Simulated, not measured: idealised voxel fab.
Process module name: voxel self aligned vias
Each square cell in cross-section cut measures 5 nm, and the section as a whole is 285 nm wide.
Cross-section format: a grid of square cells, given as bands from top to bottom; each band is one or more rows of cells. In this notation a band is specified by the heights of its top and bottom, in that order and in nm, after which its materials appear from left to right, each paired with its width in nm. The word "all across" attached to a single material means that material fills the band from edge to edge; the word "air" stands for empty space. Beneath 0, the wafer as received is one material, and that level is where height counting begins. The lowest band goes on downward without a bottom; it is written like "z 0 and below". Read "30 to 40" as a graded width: first number on top, second number at the bottom, same change between each pair of neighbouring rows. It should be understood that the words "stayed the same", when stated for a given step, signify that the cross-section underwent no change in any of its cells during that step. So "Unvented internal voids" is basically the list of trapped voids: any empty space of 8 cells or more that can't reach the top through an opening. They're written width x height at distance, the distance being from the left edge, and it's all nm. On a step's line, text after the settings is the simulator commenting on that step. Each step line may optionally specify "overlay nm", which for a step with a mask gives the rightward distance between the mask's planned place and where it lay, a negative value indicating the leftward direction.
INTENDED PROCESS STEPS
step 1: RECEIVE,material Si
step 2: CONFORMAL_DEP,material SiO2,thk nm 10
step 3: CONFORMAL_DEP,material SiCN,thk nm 5
step 4: DIRECTIONAL_DEP,material SiO2,thk nm 25
step 5: DIRECTIONAL_DEP,material aC,thk nm 10
step 6: PATTERN,tone open,mask id LINES,material resist,width nm 30,pitch nm 75,thk nm 30,overlay nm 0
step 7: DIRECTIONAL_ETCH,etch materials aC,depth nm 10
step 8: STRIP,etch materials resist
step 9: DIRECTIONAL_ETCH,etch materials SiO2,depth nm 25
step 10: STRIP,etch materials aC
step 11: CONFORMAL_DEP,material TiN,thk nm 5
step 12: FILL_DEP,material Ru,thk nm 10
step 13: CMP,height nm 40
step 14: SELECTIVE_ETCH,etch materials W Ru TiN,depth nm 10
step 15: FILL_DEP,material SiN,thk nm 10
step 16: CMP,height nm 40
step 17: DIRECTIONAL_DEP,material SiO2,thk nm 15
step 18: PATTERN,tone open,mask id VIAS,material resist,width nm 50,thk nm 15,overlay nm 0
step 19: DIRECTIONAL_ETCH,etch materials SiO2,depth nm 15
step 20: DIRECTIONAL_ETCH,etch materials SiN,depth nm 10
step 21: STRIP,etch materials resist
step 22: CONFORMAL_DEP,material TiN,thk nm 5
step 23: FILL_DEP,material Ru,thk nm 10
step 24: CMP,height nm 55
step 25: CONFORMAL_DEP,material SiCN,thk nm 5
CROSS-SECTION: WAFER ON ARRIVAL = AFTER STEP 1
- z 0 and below | Si all across
- Unvented internal voids: none
MODULE COMPLETE - CROSS-SECTION OF THE FIRST OF TWO WAFERS, RUN ACCORDING TO PLAN
- z 60 to 55 | SiCN all across
- z 55 to 45 | SiO2 (80)  TiN (5)  Ru (40)  TiN (5)  SiO2 (155)
- z 45 to 40 | SiO2 (80)  TiN (15)  Ru (20)  TiN (15)  SiO2 (155)
- z 40 to 35 | SiO2 (90)  TiN (5)  Ru (20)  TiN (5)  SiO2 (45)  SiN (30)  SiO2 (90)
- z 35 to 30 | SiO2 (90)  TiN (30)  SiO2 (45)  SiN (30)  SiO2 (90)
- z 30 to 20 | SiO2 (90)  TiN (5)  Ru (20)  TiN (5)  SiO2 (45)  TiN (5)  Ru (20)  TiN (5)  SiO2 (90)
- z 20 to 15 | SiO2 (90)  TiN (30)  SiO2 (45)  TiN (30)  SiO2 (90)
- z 15 to 10 | SiCN all across
- z 10 to 0 | SiO2 all across
- z 0 and below | Si all across
- Unvented internal voids: none
THE SECOND WAFER, SHOWN IN CROSS-SECTION AFTER THE MODULE: STARTED THE SAME WAY AS THE FIRST AND GIVEN THE SAME PLAN, YET ONE MISTAKE CREPT INTO HOW IT WAS RUN
- z 60 to 55 | SiCN all across
- z 55 to 45 | Ru (75)  TiN (5)  SiO2 (50)  TiN (5)  Ru (150)
- z 45 to 40 | TiN (80)  SiO2 (50)  TiN (40)  Ru (20)  TiN (95)
- z 40 to 35 | SiO2 (90)  SiN (30)  SiO2 (45)  TiN (5)  Ru (20)  TiN (5)  SiO2 (90)
- z 35 to 30 | SiO2 (90)  SiN (30)  SiO2 (45)  TiN (30)  SiO2 (90)
- z 30 to 20 | SiO2 (90)  TiN (5)  Ru (20)  TiN (5)  SiO2 (45)  TiN (5)  Ru (20)  TiN (5)  SiO2 (90)
- z 20 to 15 | SiO2 (90)  TiN (30)  SiO2 (45)  TiN (30)  SiO2 (90)
- z 15 to 10 | SiCN all across
- z 10 to 0 | SiO2 all across
- z 0 and below | Si all across
- Unvented internal voids: none
Diagnosis: step 18 off recipe, ran as PATTERN,tone cover,mask id VIAS,material resist,width nm 50,thk nm 15,overlay nm 0
Final tally in cells, some materials are higher or lower on the second wafer than on the first: Ru +74, SiO2 -111, TiN +37
